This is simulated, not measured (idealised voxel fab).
voxel wiring stack: a process module
Cross-section cut spans 190 nm and uses square cells 5 nm in size.
A cross-section is written here as square cells arranged in a grid, and it is given in bands from the top down, each band taking up one or more rows of cells. In this notation a band is specified by the heights of its top and bottom, in that order and in nm, after which its materials appear from left to right, each paired with its width in nm. The word "all across" attached to a single material means that material fills the band from edge to edge; the word "air" stands for empty space. Height is counted from the level 0, under which the received wafer is composed throughout of one material. The lowest of the bands is not closed at the bottom but continues downward, in the notation "0 down". A two-number width, for instance "30..40", indicates that the width is equal to the first number in the top row of the band and to the second number in the bottom row, and that it changes by a constant amount per row of cells. Where a step carries "nothing was modified", the cross-section came out of it unchanged, cell for cell. Each empty space that has no open way to the top and spans at least 8 cells appears under "Enclosed cavity list" as width x height at distance, the distance counted from the left edge, all in nm. Note: text after step settings on the step line = simulator remark on that step. "overlay nm" denotes, for a step that has a mask, the displacement of the mask to the right of its planned place, with negative values corresponding to the left.

### Here's what the planned process steps look like
step 1: RECEIVE: material Si
step 2: CONFORMAL_DEP: material SiO2, thk nm 10
step 3: CONFORMAL_DEP: material SiCN, thk nm 5
step 4: DIRECTIONAL_DEP: material SiO2, thk nm 20
step 5: DIRECTIONAL_DEP: material aC, thk nm 10
step 6: PATTERN: tone open, mask id METAL_1, material resist, width nm 20, pitch nm 40, thk nm 30, overlay nm 0
step 7: DIRECTIONAL_ETCH: etch materials aC, depth nm 10
step 8: STRIP: etch materials resist
step 9: DIRECTIONAL_ETCH: etch materials SiO2, depth nm 20
step 10: DIRECTIONAL_ETCH: etch materials SiCN, depth nm 5
step 11: STRIP: etch materials aC
step 12: CONFORMAL_DEP: material TiN, thk nm 5
step 13: FILL_DEP: material Cu, thk nm 5
step 14: CMP: height nm 35
step 15: CONFORMAL_DEP: material SiCN, thk nm 5
step 16: DIRECTIONAL_DEP: material SiO2, thk nm 30
step 17: DIRECTIONAL_DEP: material aC, thk nm 10
step 18: PATTERN: tone open, mask id METAL_2, material resist, width nm 20, pitch nm 40, thk nm 30, overlay nm 0
step 19: DIRECTIONAL_ETCH: etch materials aC, depth nm 10
step 20: STRIP: etch materials resist
step 21: DIRECTIONAL_ETCH: etch materials SiO2, depth nm 15
step 22: STRIP: etch materials aC
step 23: PATTERN: tone open, mask id METAL_2_HOLES, material resist, width nm 15, pitch nm 80, thk nm 20, overlay nm 0
step 24: DIRECTIONAL_ETCH: etch materials SiO2, depth nm 15
step 25: DIRECTIONAL_ETCH: etch materials SiCN, depth nm 5
step 26: STRIP: etch materials resist
step 27: CONFORMAL_DEP: material TiN, thk nm 5
step 28: FILL_DEP: material Ru, thk nm 10
step 29: CMP: height nm 70
step 30: CONFORMAL_DEP: material SiN, thk nm 5

### Run as planned: first of two wafers

### Here's what the wafer looked like in cross-section when it arrived - that's after step 1
> 0 down  Si all across
> Enclosed cavity list: none

### The following cross-section depicts the wafer upon completion of step 2
> 10 to 0  SiO2 all across
> Beneath the level 0, the cross-section is identical to its previous state.

### The following cross-section depicts the wafer upon completion of step 3
> 15 to 10  SiCN all across
> Beneath the level 10, the cross-section is identical to its previous state.

### The following cross-section depicts the wafer upon completion of step 4
> 35 to 15  SiO2 all across
> Beneath the level 15, the cross-section is identical to its previous state.

### The following cross-section depicts the wafer upon completion of step 5
> 45 to 35  aC all across
> Beneath the level 35, the cross-section is identical to its previous state.

### The following cross-section depicts the wafer upon completion of step 6
> 75 to 45  25 of resist / 20 of air / 20 of resist / 20 of air / 20 of resist / 20 of air / 20 of resist / 20 of air / 25 of resist
> Beneath the level 45, the cross-section is identical to its previous state.

### The following cross-section depicts the wafer upon completion of step 7
> 65 to 45  25 of resist / 20 of air / 20 of resist / 20 of air / 20 of resist / 20 of air / 20 of resist / 20 of air / 25 of resist
> 45 to 35  25 of aC / 20 of air / 20 of aC / 20 of air / 20 of aC / 20 of air / 20 of aC / 20 of air / 25 of aC
> Beneath the level 35, the cross-section is identical to its previous state.

### The following cross-section depicts the wafer upon completion of step 8
> 45 to 35  25 of aC / 20 of air / 20 of aC / 20 of air / 20 of aC / 20 of air / 20 of aC / 20 of air / 25 of aC
> Beneath the level 35, the cross-section is identical to its previous state.

### The following cross-section depicts the wafer upon completion of step 9
> 45 to 35  25 of aC / 20 of air / 20 of aC / 20 of air / 20 of aC / 20 of air / 20 of aC / 20 of air / 25 of aC
> 35 to 15  25 of SiO2 / 20 of air / 20 of SiO2 / 20 of air / 20 of SiO2 / 20 of air / 20 of SiO2 / 20 of air / 25 of SiO2
> Beneath the level 15, the cross-section is identical to its previous state.

### The following cross-section depicts the wafer upon completion of step 10
> 45 to 35  25 of aC / 20 of air / 20 of aC / 20 of air / 20 of aC / 20 of air / 20 of aC / 20 of air / 25 of aC
> 35 to 15  25 of SiO2 / 20 of air / 20 of SiO2 / 20 of air / 20 of SiO2 / 20 of air / 20 of SiO2 / 20 of air / 25 of SiO2
> 15 to 10  25 of SiCN / 20 of air / 20 of SiCN / 20 of air / 20 of SiCN / 20 of air / 20 of SiCN / 20 of air / 25 of SiCN
> Beneath the level 10, the cross-section is identical to its previous state.

### The following cross-section depicts the wafer upon completion of step 11
> 35 to 15  25 of SiO2 / 20 of air / 20 of SiO2 / 20 of air / 20 of SiO2 / 20 of air / 20 of SiO2 / 20 of air / 25 of SiO2
> Beneath the level 15, the cross-section is identical to its previous state.

### The following cross-section depicts the wafer upon completion of step 12
> 40 to 35  30 of TiN / 10 of air / 30 of TiN / 10 of air / 30 of TiN / 10 of air / 30 of TiN / 10 of air / 30 of TiN
> 35 to 15  25 of SiO2 / 5 of TiN / 10 of air / 5 of TiN / 20 of SiO2 / 5 of TiN / 10 of air / 5 of TiN / 20 of SiO2 / 5 of TiN / 10 of air / 5 of TiN / 20 of SiO2 / 5 of TiN / 10 of air / 5 of TiN / 25 of SiO2
> 15 to 10  25 of SiCN / 20 of TiN / 20 of SiCN / 20 of TiN / 20 of SiCN / 20 of TiN / 20 of SiCN / 20 of TiN / 25 of SiCN
> Beneath the level 10, the cross-section is identical to its previous state.

### The following cross-section depicts the wafer upon completion of step 13
> 45 to 40  Cu all across
> 40 to 35  30 of TiN / 10 of Cu / 30 of TiN / 10 of Cu / 30 of TiN / 10 of Cu / 30 of TiN / 10 of Cu / 30 of TiN
> 35 to 15  25 of SiO2 / 5 of TiN / 10 of Cu / 5 of TiN / 20 of SiO2 / 5 of TiN / 10 of Cu / 5 of TiN / 20 of SiO2 / 5 of TiN / 10 of Cu / 5 of TiN / 20 of SiO2 / 5 of TiN / 10 of Cu / 5 of TiN / 25 of SiO2
> Beneath the level 15, the cross-section is identical to its previous state.

### The following cross-section depicts the wafer upon completion of step 14
> 35 to 15  25 of SiO2 / 5 of TiN / 10 of Cu / 5 of TiN / 20 of SiO2 / 5 of TiN / 10 of Cu / 5 of TiN / 20 of SiO2 / 5 of TiN / 10 of Cu / 5 of TiN / 20 of SiO2 / 5 of TiN / 10 of Cu / 5 of TiN / 25 of SiO2
> Beneath the level 15, the cross-section is identical to its previous state.

### The following cross-section depicts the wafer upon completion of step 15
> 40 to 35  SiCN all across
> Beneath the level 35, the cross-section is identical to its previous state.

### The following cross-section depicts the wafer upon completion of step 16
> 70 to 40  SiO2 all across
> Beneath the level 40, the cross-section is identical to its previous state.

### The following cross-section depicts the wafer upon completion of step 17
> 80 to 70  aC all across
> Beneath the level 70, the cross-section is identical to its previous state.

### The following cross-section depicts the wafer upon completion of step 18
> 110 to 80  25 of resist / 20 of air / 20 of resist / 20 of air / 20 of resist / 20 of air / 20 of resist / 20 of air / 25 of resist
> Beneath the level 80, the cross-section is identical to its previous state.

### The following cross-section depicts the wafer upon completion of step 19
> 100 to 80  25 of resist / 20 of air / 20 of resist / 20 of air / 20 of resist / 20 of air / 20 of resist / 20 of air / 25 of resist
> 80 to 70  25 of aC / 20 of air / 20 of aC / 20 of air / 20 of aC / 20 of air / 20 of aC / 20 of air / 25 of aC
> Beneath the level 70, the cross-section is identical to its previous state.

### The following cross-section depicts the wafer upon completion of step 20
> 80 to 70  25 of aC / 20 of air / 20 of aC / 20 of air / 20 of aC / 20 of air / 20 of aC / 20 of air / 25 of aC
> Beneath the level 70, the cross-section is identical to its previous state.

### The following cross-section depicts the wafer upon completion of step 21
> 80 to 70  25 of aC / 20 of air / 20 of aC / 20 of air / 20 of aC / 20 of air / 20 of aC / 20 of air / 25 of aC
> 70 to 55  25 of SiO2 / 20 of air / 20 of SiO2 / 20 of air / 20 of SiO2 / 20 of air / 20 of SiO2 / 20 of air / 25 of SiO2
> Beneath the level 55, the cross-section is identical to its previous state.

### The following cross-section depicts the wafer upon completion of step 22
> 70 to 55  25 of SiO2 / 20 of air / 20 of SiO2 / 20 of air / 20 of SiO2 / 20 of air / 20 of SiO2 / 20 of air / 25 of SiO2
> Beneath the level 55, the cross-section is identical to its previous state.

### The following cross-section depicts the wafer upon completion of step 23
> 90 to 70  25 of resist / 15 of air / 65 of resist / 15 of air / 70 of resist
> 70 to 55  25 of SiO2 / 15 of air / 5 of resist / 20 of SiO2 / 20 of resist / 20 of SiO2 / 15 of air / 5 of resist / 20 of SiO2 / 20 of resist / 25 of SiO2
> Beneath the level 55, the cross-section is identical to its previous state.

### The following cross-section depicts the wafer upon completion of step 24
> 90 to 70  25 of resist / 15 of air / 65 of resist / 15 of air / 70 of resist
> 70 to 55  25 of SiO2 / 15 of air / 5 of resist / 20 of SiO2 / 20 of resist / 20 of SiO2 / 15 of air / 5 of resist / 20 of SiO2 / 20 of resist / 25 of SiO2
> 55 to 40  25 of SiO2 / 15 of air / 65 of SiO2 / 15 of air / 70 of SiO2
> Beneath the level 40, the cross-section is identical to its previous state.

### The following cross-section depicts the wafer upon completion of step 25
> 90 to 70  25 of resist / 15 of air / 65 of resist / 15 of air / 70 of resist
> 70 to 55  25 of SiO2 / 15 of air / 5 of resist / 20 of SiO2 / 20 of resist / 20 of SiO2 / 15 of air / 5 of resist / 20 of SiO2 / 20 of resist / 25 of SiO2
> 55 to 40  25 of SiO2 / 15 of air / 65 of SiO2 / 15 of air / 70 of SiO2
> 40 to 35  25 of SiCN / 15 of air / 65 of SiCN / 15 of air / 70 of SiCN
> Beneath the level 35, the cross-section is identical to its previous state.

### The following cross-section depicts the wafer upon completion of step 26
> 70 to 55  25 of SiO2 / 20 of air / 20 of SiO2 / 20 of air / 20 of SiO2 / 20 of air / 20 of SiO2 / 20 of air / 25 of SiO2
> Beneath the level 55, the cross-section is identical to its previous state.

### The following cross-section depicts the wafer upon completion of step 27
> 75 to 70  30 of TiN / 10 of air / 30 of TiN / 10 of air / 30 of TiN / 10 of air / 30 of TiN / 10 of air / 30 of TiN
> 70 to 60  25 of SiO2 / 5 of TiN / 10 of air / 5 of TiN / 20 of SiO2 / 5 of TiN / 10 of air / 5 of TiN / 20 of SiO2 / 5 of TiN / 10 of air / 5 of TiN / 20 of SiO2 / 5 of TiN / 10 of air / 5 of TiN / 25 of SiO2
> 60 to 55  25 of SiO2 / 5 of TiN / 5 of air / 10 of TiN / 20 of SiO2 / 20 of TiN / 20 of SiO2 / 5 of TiN / 5 of air / 10 of TiN / 20 of SiO2 / 20 of TiN / 25 of SiO2
> 55 to 40  25 of SiO2 / 5 of TiN / 5 of air / 5 of TiN / 65 of SiO2 / 5 of TiN / 5 of air / 5 of TiN / 70 of SiO2
> 40 to 35  25 of SiCN / 15 of TiN / 65 of SiCN / 15 of TiN / 70 of SiCN
> Beneath the level 35, the cross-section is identical to its previous state.

### The following cross-section depicts the wafer upon completion of step 28
> 85 to 75  Ru all across
> 75 to 70  30 of TiN / 10 of Ru / 30 of TiN / 10 of Ru / 30 of TiN / 10 of Ru / 30 of TiN / 10 of Ru / 30 of TiN
> 70 to 60  25 of SiO2 / 5 of TiN / 10 of Ru / 5 of TiN / 20 of SiO2 / 5 of TiN / 10 of Ru / 5 of TiN / 20 of SiO2 / 5 of TiN / 10 of Ru / 5 of TiN / 20 of SiO2 / 5 of TiN / 10 of Ru / 5 of TiN / 25 of SiO2
> 60 to 55  25 of SiO2 / 5 of TiN / 5 of Ru / 10 of TiN / 20 of SiO2 / 20 of TiN / 20 of SiO2 / 5 of TiN / 5 of Ru / 10 of TiN / 20 of SiO2 / 20 of TiN / 25 of SiO2
> 55 to 40  25 of SiO2 / 5 of TiN / 5 of Ru / 5 of TiN / 65 of SiO2 / 5 of TiN / 5 of Ru / 5 of TiN / 70 of SiO2
> Beneath the level 40, the cross-section is identical to its previous state.

### The following cross-section depicts the wafer upon completion of step 29
> 70 to 60  25 of SiO2 / 5 of TiN / 10 of Ru / 5 of TiN / 20 of SiO2 / 5 of TiN / 10 of Ru / 5 of TiN / 20 of SiO2 / 5 of TiN / 10 of Ru / 5 of TiN / 20 of SiO2 / 5 of TiN / 10 of Ru / 5 of TiN / 25 of SiO2
> Beneath the level 60, the cross-section is identical to its previous state.

### The following cross-section depicts the wafer upon completion of step 30
> 75 to 70  SiN all across
> Beneath the level 70, the cross-section is identical to its previous state.

### The Second Wafer: Common Origin and Plan, One Mistake in Execution, Identical to the First Through Step 1

### Planned end of step 2: second wafer, cross-section
> 5 to 0  SiCN all across
> Beneath the level 0, the cross-section is identical to its previous state.

### Planned end of step 3: second wafer, cross-section
> 15 to 5  SiO2 all across
> Beneath the level 5, the cross-section is identical to its previous state.

### Planned end of step 4: second wafer, cross-section
> 35 to 5  SiO2 all across
> Beneath the level 5, the cross-section is identical to its previous state.

### Planned end of step 5: second wafer, cross-section
> 45 to 35  aC all across
> Beneath the level 35, the cross-section is identical to its previous state.

### Planned end of step 6: second wafer, cross-section
> 75 to 45  25 of resist / 20 of air / 20 of resist / 20 of air / 20 of resist / 20 of air / 20 of resist / 20 of air / 25 of resist
> Beneath the level 45, the cross-section is identical to its previous state.

### Planned end of step 7: second wafer, cross-section
> 65 to 45  25 of resist / 20 of air / 20 of resist / 20 of air / 20 of resist / 20 of air / 20 of resist / 20 of air / 25 of resist
> 45 to 35  25 of aC / 20 of air / 20 of aC / 20 of air / 20 of aC / 20 of air / 20 of aC / 20 of air / 25 of aC
> Beneath the level 35, the cross-section is identical to its previous state.

### Planned end of step 8: second wafer, cross-section
> 45 to 35  25 of aC / 20 of air / 20 of aC / 20 of air / 20 of aC / 20 of air / 20 of aC / 20 of air / 25 of aC
> Beneath the level 35, the cross-section is identical to its previous state.

### Planned end of step 9: second wafer, cross-section
> 45 to 35  25 of aC / 20 of air / 20 of aC / 20 of air / 20 of aC / 20 of air / 20 of aC / 20 of air / 25 of aC
> 35 to 15  25 of SiO2 / 20 of air / 20 of SiO2 / 20 of air / 20 of SiO2 / 20 of air / 20 of SiO2 / 20 of air / 25 of SiO2
> Beneath the level 15, the cross-section is identical to its previous state.

Planned end of step 10: second wafer, cross-section: nothing was modified

### Planned end of step 11: second wafer, cross-section
> 35 to 15  25 of SiO2 / 20 of air / 20 of SiO2 / 20 of air / 20 of SiO2 / 20 of air / 20 of SiO2 / 20 of air / 25 of SiO2
> Beneath the level 15, the cross-section is identical to its previous state.

### Planned end of step 12: second wafer, cross-section
> 40 to 35  30 of TiN / 10 of air / 30 of TiN / 10 of air / 30 of TiN / 10 of air / 30 of TiN / 10 of air / 30 of TiN
> 35 to 20  25 of SiO2 / 5 of TiN / 10 of air / 5 of TiN / 20 of SiO2 / 5 of TiN / 10 of air / 5 of TiN / 20 of SiO2 / 5 of TiN / 10 of air / 5 of TiN / 20 of SiO2 / 5 of TiN / 10 of air / 5 of TiN / 25 of SiO2
> 20 to 15  25 of SiO2 / 20 of TiN / 20 of SiO2 / 20 of TiN / 20 of SiO2 / 20 of TiN / 20 of SiO2 / 20 of TiN / 25 of SiO2
> Beneath the level 15, the cross-section is identical to its previous state.

### Planned end of step 13: second wafer, cross-section
> 45 to 40  Cu all across
> 40 to 35  30 of TiN / 10 of Cu / 30 of TiN / 10 of Cu / 30 of TiN / 10 of Cu / 30 of TiN / 10 of Cu / 30 of TiN
> 35 to 20  25 of SiO2 / 5 of TiN / 10 of Cu / 5 of TiN / 20 of SiO2 / 5 of TiN / 10 of Cu / 5 of TiN / 20 of SiO2 / 5 of TiN / 10 of Cu / 5 of TiN / 20 of SiO2 / 5 of TiN / 10 of Cu / 5 of TiN / 25 of SiO2
> Beneath the level 20, the cross-section is identical to its previous state.

### Planned end of step 14: second wafer, cross-section
> 35 to 20  25 of SiO2 / 5 of TiN / 10 of Cu / 5 of TiN / 20 of SiO2 / 5 of TiN / 10 of Cu / 5 of TiN / 20 of SiO2 / 5 of TiN / 10 of Cu / 5 of TiN / 20 of SiO2 / 5 of TiN / 10 of Cu / 5 of TiN / 25 of SiO2
> Beneath the level 20, the cross-section is identical to its previous state.

### Planned end of step 15: second wafer, cross-section
> 40 to 35  SiCN all across
> Beneath the level 35, the cross-section is identical to its previous state.

### Planned end of step 16: second wafer, cross-section
> 70 to 40  SiO2 all across
> Beneath the level 40, the cross-section is identical to its previous state.

### Planned end of step 17: second wafer, cross-section
> 80 to 70  aC all across
> Beneath the level 70, the cross-section is identical to its previous state.

### Planned end of step 18: second wafer, cross-section
> 110 to 80  25 of resist / 20 of air / 20 of resist / 20 of air / 20 of resist / 20 of air / 20 of resist / 20 of air / 25 of resist
> Beneath the level 80, the cross-section is identical to its previous state.

### Planned end of step 19: second wafer, cross-section
> 100 to 80  25 of resist / 20 of air / 20 of resist / 20 of air / 20 of resist / 20 of air / 20 of resist / 20 of air / 25 of resist
> 80 to 70  25 of aC / 20 of air / 20 of aC / 20 of air / 20 of aC / 20 of air / 20 of aC / 20 of air / 25 of aC
> Beneath the level 70, the cross-section is identical to its previous state.

### Planned end of step 20: second wafer, cross-section
> 80 to 70  25 of aC / 20 of air / 20 of aC / 20 of air / 20 of aC / 20 of air / 20 of aC / 20 of air / 25 of aC
> Beneath the level 70, the cross-section is identical to its previous state.

### Planned end of step 21: second wafer, cross-section
> 80 to 70  25 of aC / 20 of air / 20 of aC / 20 of air / 20 of aC / 20 of air / 20 of aC / 20 of air / 25 of aC
> 70 to 55  25 of SiO2 / 20 of air / 20 of SiO2 / 20 of air / 20 of SiO2 / 20 of air / 20 of SiO2 / 20 of air / 25 of SiO2
> Beneath the level 55, the cross-section is identical to its previous state.

### Planned end of step 22: second wafer, cross-section
> 70 to 55  25 of SiO2 / 20 of air / 20 of SiO2 / 20 of air / 20 of SiO2 / 20 of air / 20 of SiO2 / 20 of air / 25 of SiO2
> Beneath the level 55, the cross-section is identical to its previous state.

### Planned end of step 23: second wafer, cross-section
> 90 to 70  25 of resist / 15 of air / 65 of resist / 15 of air / 70 of resist
> 70 to 55  25 of SiO2 / 15 of air / 5 of resist / 20 of SiO2 / 20 of resist / 20 of SiO2 / 15 of air / 5 of resist / 20 of SiO2 / 20 of resist / 25 of SiO2
> Beneath the level 55, the cross-section is identical to its previous state.

### Planned end of step 24: second wafer, cross-section
> 90 to 70  25 of resist / 15 of air / 65 of resist / 15 of air / 70 of resist
> 70 to 55  25 of SiO2 / 15 of air / 5 of resist / 20 of SiO2 / 20 of resist / 20 of SiO2 / 15 of air / 5 of resist / 20 of SiO2 / 20 of resist / 25 of SiO2
> 55 to 40  25 of SiO2 / 15 of air / 65 of SiO2 / 15 of air / 70 of SiO2
> Beneath the level 40, the cross-section is identical to its previous state.

### Planned end of step 25: second wafer, cross-section
> 90 to 70  25 of resist / 15 of air / 65 of resist / 15 of air / 70 of resist
> 70 to 55  25 of SiO2 / 15 of air / 5 of resist / 20 of SiO2 / 20 of resist / 20 of SiO2 / 15 of air / 5 of resist / 20 of SiO2 / 20 of resist / 25 of SiO2
> 55 to 40  25 of SiO2 / 15 of air / 65 of SiO2 / 15 of air / 70 of SiO2
> 40 to 35  25 of SiCN / 15 of air / 65 of SiCN / 15 of air / 70 of SiCN
> Beneath the level 35, the cross-section is identical to its previous state.

### Planned end of step 26: second wafer, cross-section
> 70 to 55  25 of SiO2 / 20 of air / 20 of SiO2 / 20 of air / 20 of SiO2 / 20 of air / 20 of SiO2 / 20 of air / 25 of SiO2
> Beneath the level 55, the cross-section is identical to its previous state.

### Planned end of step 27: second wafer, cross-section
> 75 to 70  30 of TiN / 10 of air / 30 of TiN / 10 of air / 30 of TiN / 10 of air / 30 of TiN / 10 of air / 30 of TiN
> 70 to 60  25 of SiO2 / 5 of TiN / 10 of air / 5 of TiN / 20 of SiO2 / 5 of TiN / 10 of air / 5 of TiN / 20 of SiO2 / 5 of TiN / 10 of air / 5 of TiN / 20 of SiO2 / 5 of TiN / 10 of air / 5 of TiN / 25 of SiO2
> 60 to 55  25 of SiO2 / 5 of TiN / 5 of air / 10 of TiN / 20 of SiO2 / 20 of TiN / 20 of SiO2 / 5 of TiN / 5 of air / 10 of TiN / 20 of SiO2 / 20 of TiN / 25 of SiO2
> 55 to 40  25 of SiO2 / 5 of TiN / 5 of air / 5 of TiN / 65 of SiO2 / 5 of TiN / 5 of air / 5 of TiN / 70 of SiO2
> 40 to 35  25 of SiCN / 15 of TiN / 65 of SiCN / 15 of TiN / 70 of SiCN
> Beneath the level 35, the cross-section is identical to its previous state.

### Planned end of step 28: second wafer, cross-section
> 85 to 75  Ru all across
> 75 to 70  30 of TiN / 10 of Ru / 30 of TiN / 10 of Ru / 30 of TiN / 10 of Ru / 30 of TiN / 10 of Ru / 30 of TiN
> 70 to 60  25 of SiO2 / 5 of TiN / 10 of Ru / 5 of TiN / 20 of SiO2 / 5 of TiN / 10 of Ru / 5 of TiN / 20 of SiO2 / 5 of TiN / 10 of Ru / 5 of TiN / 20 of SiO2 / 5 of TiN / 10 of Ru / 5 of TiN / 25 of SiO2
> 60 to 55  25 of SiO2 / 5 of TiN / 5 of Ru / 10 of TiN / 20 of SiO2 / 20 of TiN / 20 of SiO2 / 5 of TiN / 5 of Ru / 10 of TiN / 20 of SiO2 / 20 of TiN / 25 of SiO2
> 55 to 40  25 of SiO2 / 5 of TiN / 5 of Ru / 5 of TiN / 65 of SiO2 / 5 of TiN / 5 of Ru / 5 of TiN / 70 of SiO2
> Beneath the level 40, the cross-section is identical to its previous state.

### Planned end of step 29: second wafer, cross-section
> 70 to 60  25 of SiO2 / 5 of TiN / 10 of Ru / 5 of TiN / 20 of SiO2 / 5 of TiN / 10 of Ru / 5 of TiN / 20 of SiO2 / 5 of TiN / 10 of Ru / 5 of TiN / 20 of SiO2 / 5 of TiN / 10 of Ru / 5 of TiN / 25 of SiO2
> Beneath the level 60, the cross-section is identical to its previous state.

### Planned end of step 30: second wafer, cross-section
> 75 to 70  SiN all across
> Beneath the level 70, the cross-section is identical to its previous state.
Heads up, the wafer didn't run the way we planned it: steps 2 and 3 were swapped
Upon completion, the second wafer contains, in terms of cells, a greater or smaller amount of certain materials than the first wafer: Cu: 8 fewer | SiCN: 16 more | TiN: 8 fewer
